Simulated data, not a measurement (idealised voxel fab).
process module | voxel ribs on slabs
cross-section cut | 295 nm wide | cells 5 nm
A cross-section is a grid of square cells, given in bands from the top down. A band is one or more rows of cells.
Each band's line starts with the height of the band's top and of its bottom, in nm. Then come its materials from left to right, each with its width in nm. One material with "throughout" fills the band from edge to edge. "air" is empty space.
Height 0 is the level under which the wafer as received is all one material. The lowest band goes on downwards, as in "0 down".
A width such as "30 to 40" changes by the same amount from each row of cells to the next, from the band's top row to its bottom row.
"no change" after a step means that no cell of the cross-section changed.
closed voids: empty space of 8 cells or more with no open way to the top, each as width x height at its distance from the left edge, in nm
after a step's settings: what the simulator itself notes on the step
overlay nm, on a step with a mask: how far to the right of its planned place the mask lay; to the left if negative
plan
1 op RECEIVE | material Si
2 op DIRECTIONAL_DEP | material SiO2 | thk nm 30
3 op DIRECTIONAL_DEP | material SiN | thk nm 15
4 op DIRECTIONAL_DEP | material aC | thk nm 10
5 op PATTERN | tone cover | mask id RIB | material resist | width nm 20 | thk nm 25 | overlay nm 0
6 op DIRECTIONAL_ETCH | etch materials aC | depth nm 10
7 op STRIP | etch materials resist
8 op DIRECTIONAL_ETCH | etch materials SiN | depth nm 5
9 op STRIP | etch materials aC
10 op PATTERN | tone cover | mask id SLAB | material resist | width nm 70 | thk nm 15 | overlay nm 0
11 op DIRECTIONAL_ETCH | etch materials SiN | depth nm 10
12 op STRIP | etch materials resist
13 op FILL_DEP | material SiO2 | thk nm 20
14 op CMP | height nm 55
15 op DIRECTIONAL_DEP | material TiN | thk nm 5
16 op PATTERN | tone cover | mask id HEATER | material resist | width nm 30 | thk nm 15 | overlay nm 0
17 op DIRECTIONAL_ETCH | etch materials TiN | depth nm 5
18 op STRIP | etch materials resist
19 op CONFORMAL_DEP | material SiN | thk nm 10
as received, after step 1
  0 down: Si throughout
  closed voids: none
a wafer at the end: this start, this plan, one mistake
  70 to 65: air 120 | SiN 50 | air 125
  65 to 60: SiN throughout
  60 to 55: SiN 130 | TiN 30 | SiN 135
  55 to 15: SiO2 throughout
  15 to 0: SiN throughout
  0 down: Si throughout
  closed voids: none
what went wrong: steps 2 and 3 were swapped
